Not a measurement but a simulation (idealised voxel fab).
process module | voxel wiring stack
cross-section cut | 235 nm wide | cells 5 nm
A cross-section is a grid of square cells, given in bands from the top down. A band is one or more rows of cells.
Each band's line starts with the height of the band's top and of its bottom, in nm. Then come its materials from left to right, each with its width in nm. One material with "throughout" fills the band from edge to edge. "air" is empty space.
Height 0 is the level under which the wafer as received is all one material. The lowest band goes on downwards, as in "0 down".
A width such as "30 to 40" changes by the same amount from each row of cells to the next, from the band's top row to its bottom row.
"no change" after a step means that no cell of the cross-section changed.
closed voids: empty space of 8 cells or more with no open way to the top, each as width x height at its distance from the left edge, in nm
after a step's settings: what the simulator itself notes on the step
overlay nm, on a step with a mask: how far to the right of its planned place the mask lay; to the left if negative
plan
1 op RECEIVE | material Si
2 op CONFORMAL_DEP | material SiO2 | thk nm 10
3 op DIRECTIONAL_DEP | material TiN | thk nm 5
4 op DIRECTIONAL_DEP | material W | thk nm 20
5 op PATTERN | tone cover | mask id METAL_1 | material resist | width nm 30 | pitch nm 45 | thk nm 20 | overlay nm 0
6 op DIRECTIONAL_ETCH | etch materials W | depth nm 20
7 op DIRECTIONAL_ETCH | etch materials TiN | depth nm 5
8 op STRIP | etch materials resist
9 op FILL_DEP | material lowk | thk nm 5
10 op CMP | height nm 35
11 op CONFORMAL_DEP | material SiCN | thk nm 5
12 op DIRECTIONAL_DEP | material SiO2 | thk nm 20
13 op DIRECTIONAL_DEP | material aC | thk nm 15
14 op PATTERN | tone open | mask id PLUG_1 | material resist | width nm 15 | pitch nm 45 | thk nm 35 | overlay nm 0
15 op DIRECTIONAL_ETCH | etch materials aC | depth nm 15
16 op STRIP | etch materials resist
17 op DIRECTIONAL_ETCH | etch materials SiO2 | depth nm 20
18 op DIRECTIONAL_ETCH | etch materials SiCN | depth nm 5
19 op STRIP | etch materials aC
20 op CONFORMAL_DEP | material TiN | thk nm 5
21 op FILL_DEP | material W | thk nm 10
22 op CMP | height nm 60
23 op CONFORMAL_DEP | material SiCN | thk nm 5
24 op DIRECTIONAL_DEP | material lowk | thk nm 20
25 op PATTERN | tone open | mask id METAL_2 | material resist | width nm 30 | pitch nm 45 | thk nm 15 | overlay nm 0
26 op DIRECTIONAL_ETCH | etch materials lowk | depth nm 20
27 op DIRECTIONAL_ETCH | etch materials SiCN | depth nm 5
28 op STRIP | etch materials resist
29 op CONFORMAL_DEP | material TiN | thk nm 5
30 op FILL_DEP | material Cu | thk nm 5
31 op CMP | height nm 85
32 op CONFORMAL_DEP | material SiCN | thk nm 5
33 op DIRECTIONAL_DEP | material SiO2 | thk nm 30
34 op PATTERN | tone open | mask id METAL_3 | material resist | width nm 30 | pitch nm 45 | thk nm 15 | overlay nm 0
35 op DIRECTIONAL_ETCH | etch materials SiO2 | depth nm 20
36 op STRIP | etch materials resist
37 op PATTERN | tone open | mask id METAL_3_HOLES | material resist | width nm 15 | pitch nm 90 | thk nm 20 | overlay nm 0
38 op DIRECTIONAL_ETCH | etch materials SiO2 | depth nm 10
39 op DIRECTIONAL_ETCH | etch materials SiCN | depth nm 5
40 op STRIP | etch materials resist
41 op CONFORMAL_DEP | material TiN | thk nm 5
42 op FILL_DEP | material Cu | thk nm 5
43 op CMP | height nm 120
44 op CONFORMAL_DEP | material SiCN | thk nm 5
45 op DIRECTIONAL_DEP | material lowk | thk nm 30
46 op PATTERN | tone open | mask id METAL_4 | material resist | width nm 30 | pitch nm 45 | thk nm 20 | overlay nm 0
47 op DIRECTIONAL_ETCH | etch materials lowk | depth nm 15
48 op STRIP | etch materials resist
49 op MASKED_ETCH | tone open | mask id METAL_4_HOLES | width nm 15 | pitch nm 45 | etch materials lowk | depth nm 15 | overlay nm 0
50 op MASKED_ETCH | tone open | mask id METAL_4_HOLES | width nm 15 | pitch nm 45 | etch materials SiCN | depth nm 5 | overlay nm 0
51 op CONFORMAL_DEP | material TiN | thk nm 5
52 op FILL_DEP | material Cu | thk nm 10
53 op CMP | height nm 155
54 op CONFORMAL_DEP | material SiN | thk nm 5
as received, after step 1
  0 down: Si throughout
  closed voids: none
first wafer at the end, as planned
  160 to 155: SiN throughout
  155 to 145: lowk 55 | TiN 5 | Cu 20 | TiN 5 | lowk 15 | TiN 5 | Cu 20 | TiN 5 | lowk 15 | TiN 5 | Cu 20 | TiN 5 | lowk 60
  145 to 140: lowk 55 | TiN 5 | Cu 5 | TiN 20 | lowk 15 | TiN 5 | Cu 5 | TiN 20 | lowk 15 | TiN 5 | Cu 5 | TiN 20 | lowk 60
  140 to 125: lowk 55 | TiN 5 | Cu 5 | TiN 5 | lowk 30 | TiN 5 | Cu 5 | TiN 5 | lowk 30 | TiN 5 | Cu 5 | TiN 5 | lowk 75
  125 to 120: SiCN 55 | TiN 15 | SiCN 30 | TiN 15 | SiCN 30 | TiN 15 | SiCN 75
  120 to 105: SiO2 55 | TiN 5 | Cu 20 | TiN 5 | SiO2 15 | TiN 5 | Cu 20 | TiN 5 | SiO2 15 | TiN 5 | Cu 20 | TiN 5 | SiO2 60
  105 to 100: SiO2 55 | TiN 5 | Cu 5 | TiN 20 | SiO2 15 | TiN 30 | SiO2 15 | TiN 5 | Cu 5 | TiN 20 | SiO2 60
  100 to 90: SiO2 55 | TiN 5 | Cu 5 | TiN 5 | SiO2 75 | TiN 5 | Cu 5 | TiN 5 | SiO2 75
  90 to 85: SiCN 55 | TiN 15 | SiCN 75 | TiN 15 | SiCN 75
  85 to 65: lowk 55 | TiN 5 | Cu 20 | TiN 5 | lowk 15 | TiN 5 | Cu 20 | TiN 5 | lowk 15 | TiN 5 | Cu 20 | TiN 5 | lowk 60
  65 to 60: SiCN 55 | TiN 30 | SiCN 15 | TiN 30 | SiCN 15 | TiN 30 | SiCN 60
  60 to 40: SiO2 55 | TiN 5 | W 5 | TiN 5 | SiO2 30 | TiN 5 | W 5 | TiN 5 | SiO2 30 | TiN 5 | W 5 | TiN 5 | SiO2 75
  40 to 35: SiCN 55 | TiN 15 | SiCN 30 | TiN 15 | SiCN 30 | TiN 15 | SiCN 75
  35 to 15: lowk 55 | W 30 | lowk 15 | W 30 | lowk 15 | W 30 | lowk 60
  15 to 10: lowk 55 | TiN 30 | lowk 15 | TiN 30 | lowk 15 | TiN 30 | lowk 60
  10 to 0: SiO2 throughout
  0 down: Si throughout
  closed voids: none
second wafer at the end: like start, like plan, one mistake
  160 to 155: SiN throughout
  155 to 145: lowk 55 | TiN 5 | Cu 20 | TiN 5 | lowk 15 | TiN 5 | Cu 20 | TiN 5 | lowk 15 | TiN 5 | Cu 20 | TiN 5 | lowk 60
  145 to 140: lowk 55 | TiN 5 | Cu 5 | TiN 20 | lowk 15 | TiN 5 | Cu 5 | TiN 20 | lowk 15 | TiN 5 | Cu 5 | TiN 20 | lowk 60
  140 to 125: lowk 55 | TiN 5 | Cu 5 | TiN 5 | lowk 30 | TiN 5 | Cu 5 | TiN 5 | lowk 30 | TiN 5 | Cu 5 | TiN 5 | lowk 75
  125 to 120: SiCN 55 | TiN 15 | SiCN 30 | TiN 15 | SiCN 30 | TiN 15 | SiCN 75
  120 to 105: SiO2 55 | TiN 5 | Cu 20 | TiN 5 | SiO2 15 | TiN 5 | Cu 20 | TiN 5 | SiO2 15 | TiN 5 | Cu 20 | TiN 5 | SiO2 60
  105 to 100: SiO2 55 | TiN 5 | Cu 5 | TiN 20 | SiO2 15 | TiN 30 | SiO2 15 | TiN 5 | Cu 5 | TiN 20 | SiO2 60
  100 to 90: SiO2 55 | TiN 5 | Cu 5 | TiN 5 | SiO2 75 | TiN 5 | Cu 5 | TiN 5 | SiO2 75
  90 to 85: SiCN 55 | TiN 15 | SiCN 75 | TiN 15 | SiCN 75
  85 to 65: lowk 55 | TiN 5 | Cu 20 | TiN 5 | lowk 15 | TiN 5 | Cu 20 | TiN 5 | lowk 15 | TiN 5 | Cu 20 | TiN 5 | lowk 60
  65 to 60: SiCN 55 | TiN 30 | SiCN 15 | TiN 30 | SiCN 15 | TiN 30 | SiCN 60
  60 to 40: SiO2 55 | TiN 5 | W 5 | TiN 5 | SiO2 30 | TiN 5 | W 5 | TiN 5 | SiO2 30 | TiN 5 | W 5 | TiN 5 | SiO2 75
  40 to 35: SiCN 55 | TiN 15 | SiCN 30 | TiN 15 | SiCN 30 | TiN 15 | SiCN 75
  35 to 30: lowk throughout
  30 to 10: lowk 55 | W 30 | lowk 15 | W 30 | lowk 15 | W 30 | lowk 60
  10 to 0: SiO2 throughout
  0 down: Si throughout
  closed voids: none
what went wrong: step 3 was left out
at the end the second wafer has, in cells: 18 fewer of TiN | 18 more of lowk
